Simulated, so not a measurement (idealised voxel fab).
process module | voxel fin reveal
cross-section cut | 270 nm wide | cells 5 nm
A cross-section is a grid of square cells, given in bands from the top down. A band is one or more rows of cells.
Each band's line starts with the height of the band's top and of its bottom, in nm. Then come its materials from left to right, each with its width in nm. One material with "throughout" fills the band from edge to edge. "air" is empty space.
Height 0 is the level under which the wafer as received is all one material. The lowest band goes on downwards, as in "0 down".
A width such as "30 to 40" changes by the same amount from each row of cells to the next, from the band's top row to its bottom row.
"no change" after a step means that no cell of the cross-section changed.
closed voids: empty space of 8 cells or more with no open way to the top, each as width x height at its distance from the left edge, in nm
after a step's settings: what the simulator itself notes on the step
overlay nm, on a step with a mask: how far to the right of its planned place the mask lay; to the left if negative
plan
1 op RECEIVE | material Si
2 op CONFORMAL_DEP | material SiN | thk nm 10
3 op PATTERN | tone cover | mask id FINS | material resist | width nm 15 | pitch nm 45 | thk nm 20 | overlay nm 0
4 op DIRECTIONAL_ETCH | etch materials SiN | depth nm 10
5 op DIRECTIONAL_ETCH | etch materials Si | depth nm 40
6 op STRIP | etch materials resist
7 op OXIDIZE | depth nm 5
8 op FILL_DEP | material SiO2 | thk nm 15
9 op CMP | height nm 10
10 op SELECTIVE_ETCH | etch materials SiO2 | depth nm 40
11 op STRIP | etch materials SiN
12 op CONFORMAL_DEP | material SiO2 | thk nm 5
as received, after step 1
  0 down: Si throughout
  closed voids: none
a wafer at the end: this start, this plan, one mistake
  5 to 0: air 95 | SiO2 15 | air 30 | SiO2 15 | air 115
  0 to -25: air 95 | SiO2 5 | Si 5 | SiO2 5 | air 30 | SiO2 5 | Si 5 | SiO2 5 | air 115
  -25 to -45: SiO2 100 | Si 5 | SiO2 40 | Si 5 | SiO2 120
  -45 down: Si throughout
  closed voids: none
what went wrong: step 3 ran as: op PATTERN | tone cover | mask id FINS | material resist | width nm 15 | pitch nm 45 | thk nm 20 | overlay nm -10
